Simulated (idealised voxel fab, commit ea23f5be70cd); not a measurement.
Title: Process Module voxel air gaps
The cross-section on display is named cut; it measures 235 nm wide, and its cells are 5 nm squares.
Heads up, the way a cross-section reads in here is a grid of square cells, handed over as bands from the top down, with every band being one or more rows of cells. Quick guide to a band line: top height, bottom height (nm) up front; then every material left to right with its width in nm. Only one material and it's marked "full width"? Then it fills the band edge to edge. And "blank" just means empty space. The level at which height equals 0 is the one under which the wafer, as it arrives, is entirely one material. No lower edge exists for the bottom band, which continues downward and is notated as in "0 and below". Think of "30..40" as a width that walks from the first number to the second as you go down the band, top row to bottom row, taking equal-sized steps from row to row. A step reported as "remained unchanged" is a step in which no cell of the cross-section changed. What "Closed void listing" gives you is every empty space of 8 cells or more that is cut off from the top. Each appears as width x height at distance, with the distance taken from the left edge and width, height and distance all in nm. Note: text after step settings on the step line = simulator remark on that step. On any step carrying a mask, the "overlay nm" setting, if present on the step's line, tells how far right of its planned place the mask lay; negative values point to the left.
So here's the lineup of process steps we planned:
1,RECEIVE | material Si
2,CONFORMAL_DEP | material SiO2 | thk nm 10
3,CONFORMAL_DEP | material SiN | thk nm 5
4,DIRECTIONAL_DEP | material SiO2 | thk nm 40
5,MASKED_ETCH | tone open | mask id LINES | width nm 25 | pitch nm 55 | etch materials SiO2 | depth nm 40 | overlay nm 0
6,CONFORMAL_DEP | material TiN | thk nm 5
7,FILL_DEP | material Ru | thk nm 5
8,CMP | height nm 55
9,EPI | material Ru | thk nm 10
10,SELECTIVE_ETCH | etch materials SiO2 | depth nm 50
11,CONFORMAL_DEP | material SiCN | thk nm 5
Cross-section of the wafer upon arrival, representing the state reached after step 1:
0 and below: Si full width
Closed void listing: none
Starting wafer: above. Plan: above. Run: one mistake. Cross-section after the module: below:
70 down to 55: blank 5; Ru 220; blank 10
55 down to 50: blank 5; Ru 15; TiN 5; Ru 15; TiN 5; Ru 30; TiN 5; Ru 15; TiN 5; Ru 30; TiN 5; Ru 15; TiN 5; Ru 30; TiN 5; Ru 15; TiN 5; Ru 15; blank 10
50 down to 20: blank 15; Ru 5; TiN 5; Ru 15; TiN 5; Ru 5; blank 20; Ru 5; TiN 5; Ru 15; TiN 5; Ru 5; blank 20; Ru 5; TiN 5; Ru 15; TiN 5; Ru 5; blank 20; Ru 5; TiN 5; Ru 15; TiN 5; Ru 5; blank 20
20 down to 15: Ru 20; TiN 25; Ru 30; TiN 25; Ru 30; TiN 25; Ru 30; TiN 25; Ru 25
15 down to 10: SiN full width
10 down to 0: SiO2 full width
0 and below: Si full width
Closed void listing: 20 x 30 at 50; 20 x 30 at 105; 20 x 30 at 160
Heads up, the wafer didn't run the way we planned it: step 11 did not use the planned setting and instead ran as CONFORMAL_DEP | material Ru | thk nm 5
